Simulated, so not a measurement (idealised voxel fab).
The following process module bears the name voxel air gaps.
Square cell edge 5 nm, section width 290 nm, ID cut.
This document writes a cross-section as a grid whose cells are square, and gives it as bands, listed from the top down; one or more rows of cells form a band.
The entry gives the band's vertical extent as a top height and a bottom height in nm, then its horizontal make-up as materials from left to right, each with a width in nm. "air" stands for empty space; a single material marked "edge to edge" fills the band edge to edge.
We count height from 0. Below that, the starting wafer is all one material. The lowest band never ends at the bottom but goes on down; see "0 down" for how that is written.
Width "30->40": first value at the band's top row of cells, second value at its bottom row, equal change from row to row.
A step reported as "remains unaltered" is a step in which no cell of the cross-section changed.
Heads up: "Unvented cavities" only lists the empty pockets with no open path to the top that are 8 cells or more, and it writes them as width x height at distance, distance from the left edge, in nm.
On each step's line, the part that comes after the settings is the simulator's own comment on the step.
overlay nm: mask right of planned place by this much (step with mask). Neg. = left.
Process steps (planned):
1. RECEIVE with material Si
2. CONFORMAL_DEP with material SiO2, thk nm 15
3. CONFORMAL_DEP with material SiN, thk nm 5
4. DIRECTIONAL_DEP with material lowk, thk nm 35
5. MASKED_ETCH with tone open, mask id LINES, width nm 20, pitch nm 50, etch materials lowk, depth nm 35, overlay nm 0
6. CONFORMAL_DEP with material TiN, thk nm 5
7. FILL_DEP with material Cu, thk nm 10
8. CMP with height nm 55
9. EPI with material Ru, thk nm 10
10. SELECTIVE_ETCH with etch materials lowk, depth nm 45
11. CONFORMAL_DEP with material SiCN, thk nm 5
First of two wafers: run as planned:
Cross-section: wafer on arrival = after step 1:
> 0 down  Si edge to edge
> Unvented cavities: none
Step 2 done - wafer cross-section:
> 15 to 0  SiO2 edge to edge
> Below 0 it's all the same as before, nothing changed down there.
Step 3 done - wafer cross-section:
> 20 to 15  SiN edge to edge
> Below 15 it's all the same as before, nothing changed down there.
Step 4 done - wafer cross-section:
> 55 to 20  lowk edge to edge
> Below 20 it's all the same as before, nothing changed down there.
Step 5 done - wafer cross-section:
> 55 to 20  lowk: 60 | air: 20 | lowk: 30 | air: 20 | lowk: 30 | air: 20 | lowk: 30 | air: 20 | lowk: 60
> Below 20 it's all the same as before, nothing changed down there.
Step 6 done - wafer cross-section:
> 60 to 55  TiN: 65 | air: 10 | TiN: 40 | air: 10 | TiN: 40 | air: 10 | TiN: 40 | air: 10 | TiN: 65
> 55 to 25  lowk: 60 | TiN: 5 | air: 10 | TiN: 5 | lowk: 30 | TiN: 5 | air: 10 | TiN: 5 | lowk: 30 | TiN: 5 | air: 10 | TiN: 5 | lowk: 30 | TiN: 5 | air: 10 | TiN: 5 | lowk: 60
> 25 to 20  lowk: 60 | TiN: 20 | lowk: 30 | TiN: 20 | lowk: 30 | TiN: 20 | lowk: 30 | TiN: 20 | lowk: 60
> Below 20 it's all the same as before, nothing changed down there.
Step 7 done - wafer cross-section:
> 70 to 60  Cu edge to edge
> 60 to 55  TiN: 65 | Cu: 10 | TiN: 40 | Cu: 10 | TiN: 40 | Cu: 10 | TiN: 40 | Cu: 10 | TiN: 65
> 55 to 25  lowk: 60 | TiN: 5 | Cu: 10 | TiN: 5 | lowk: 30 | TiN: 5 | Cu: 10 | TiN: 5 | lowk: 30 | TiN: 5 | Cu: 10 | TiN: 5 | lowk: 30 | TiN: 5 | Cu: 10 | TiN: 5 | lowk: 60
> Below 25 it's all the same as before, nothing changed down there.
Step 8 done - wafer cross-section:
> 55 to 25  lowk: 60 | TiN: 5 | Cu: 10 | TiN: 5 | lowk: 30 | TiN: 5 | Cu: 10 | TiN: 5 | lowk: 30 | TiN: 5 | Cu: 10 | TiN: 5 | lowk: 30 | TiN: 5 | Cu: 10 | TiN: 5 | lowk: 60
> Below 25 it's all the same as before, nothing changed down there.
Step 9 done - wafer cross-section:
> 65 to 55  air: 50 | Ru: 40 | air: 10 | Ru: 40 | air: 10 | Ru: 40 | air: 10 | Ru: 40 | air: 50
> Below 55 it's all the same as before, nothing changed down there.
Step 10 done - wafer cross-section:
> 65 to 55  air: 50 | Ru: 40 | air: 10 | Ru: 40 | air: 10 | Ru: 40 | air: 10 | Ru: 40 | air: 50
> 55 to 25  air: 60 | TiN: 5 | Cu: 10 | TiN: 5 | air: 30 | TiN: 5 | Cu: 10 | TiN: 5 | air: 30 | TiN: 5 | Cu: 10 | TiN: 5 | air: 30 | TiN: 5 | Cu: 10 | TiN: 5 | air: 60
> 25 to 20  air: 60 | TiN: 20 | air: 30 | TiN: 20 | air: 30 | TiN: 20 | air: 30 | TiN: 20 | air: 60
> Below 20 it's all the same as before, nothing changed down there.
Step 11 done - wafer cross-section:
> 70 to 65  air: 45 | SiCN: 200 | air: 45
> 65 to 55  air: 45 | SiCN: 5 | Ru: 40 | SiCN: 10 | Ru: 40 | SiCN: 10 | Ru: 40 | SiCN: 10 | Ru: 40 | SiCN: 5 | air: 45
> 55 to 50  air: 45 | SiCN: 15 | TiN: 5 | Cu: 10 | TiN: 5 | SiCN: 30 | TiN: 5 | Cu: 10 | TiN: 5 | SiCN: 30 | TiN: 5 | Cu: 10 | TiN: 5 | SiCN: 30 | TiN: 5 | Cu: 10 | TiN: 5 | SiCN: 15 | air: 45
> 50 to 25  air: 55 | SiCN: 5 | TiN: 5 | Cu: 10 | TiN: 5 | SiCN: 5 | air: 20 | SiCN: 5 | TiN: 5 | Cu: 10 | TiN: 5 | SiCN: 5 | air: 20 | SiCN: 5 | TiN: 5 | Cu: 10 | TiN: 5 | SiCN: 5 | air: 20 | SiCN: 5 | TiN: 5 | Cu: 10 | TiN: 5 | SiCN: 5 | air: 55
> 25 to 20  SiCN: 60 | TiN: 20 | SiCN: 30 | TiN: 20 | SiCN: 30 | TiN: 20 | SiCN: 30 | TiN: 20 | SiCN: 60
> Below 20 it's all the same as before, nothing changed down there.
> Unvented cavities: 20 x 25 at 85; 20 x 25 at 135; 20 x 25 at 185
Okay, second wafer. Nothing different at the start, nothing different in the plan, just one mistake somewhere in the running. As far as step 2, counting that step, it's the first wafer all over again:
Look at the second wafer in cross-section at the time step 3 ought to have finished: remains unaltered
Look at the second wafer in cross-section at the time step 4 ought to have finished:
> 50 to 15  lowk edge to edge
> Below 15 it's all the same as before, nothing changed down there.
Look at the second wafer in cross-section at the time step 5 ought to have finished:
> 50 to 15  lowk: 60 | air: 20 | lowk: 30 | air: 20 | lowk: 30 | air: 20 | lowk: 30 | air: 20 | lowk: 60
> Below 15 it's all the same as before, nothing changed down there.
Look at the second wafer in cross-section at the time step 6 ought to have finished:
> 55 to 50  TiN: 65 | air: 10 | TiN: 40 | air: 10 | TiN: 40 | air: 10 | TiN: 40 | air: 10 | TiN: 65
> 50 to 20  lowk: 60 | TiN: 5 | air: 10 | TiN: 5 | lowk: 30 | TiN: 5 | air: 10 | TiN: 5 | lowk: 30 | TiN: 5 | air: 10 | TiN: 5 | lowk: 30 | TiN: 5 | air: 10 | TiN: 5 | lowk: 60
> 20 to 15  lowk: 60 | TiN: 20 | lowk: 30 | TiN: 20 | lowk: 30 | TiN: 20 | lowk: 30 | TiN: 20 | lowk: 60
> Below 15 it's all the same as before, nothing changed down there.
Look at the second wafer in cross-section at the time step 7 ought to have finished:
> 65 to 55  Cu edge to edge
> 55 to 50  TiN: 65 | Cu: 10 | TiN: 40 | Cu: 10 | TiN: 40 | Cu: 10 | TiN: 40 | Cu: 10 | TiN: 65
> 50 to 20  lowk: 60 | TiN: 5 | Cu: 10 | TiN: 5 | lowk: 30 | TiN: 5 | Cu: 10 | TiN: 5 | lowk: 30 | TiN: 5 | Cu: 10 | TiN: 5 | lowk: 30 | TiN: 5 | Cu: 10 | TiN: 5 | lowk: 60
> Below 20 it's all the same as before, nothing changed down there.
Look at the second wafer in cross-section at the time step 8 ought to have finished:
> 55 to 50  TiN: 65 | Cu: 10 | TiN: 40 | Cu: 10 | TiN: 40 | Cu: 10 | TiN: 40 | Cu: 10 | TiN: 65
> Below 50 it's all the same as before, nothing changed down there.
Look at the second wafer in cross-section at the time step 9 ought to have finished:
> 65 to 55  Ru edge to edge
> Below 55 it's all the same as before, nothing changed down there.
Look at the second wafer in cross-section at the time step 10 ought to have finished: remains unaltered
Look at the second wafer in cross-section at the time step 11 ought to have finished:
> 70 to 65  SiCN edge to edge
> Below 65 it's all the same as before, nothing changed down there.
It is concluded that the wafer was processed incorrectly with respect to the plan, in that skipped: plan step 3 (never run)
It is noted that, at the conclusion of processing, the second wafer exhibits a higher or lower cell count for certain materials relative to the first: Cu +8 | Ru +52 | SiCN -104 | SiN -58 | TiN +50 | lowk +294
End state: 3 closed voids on the first wafer, 0 on the second.
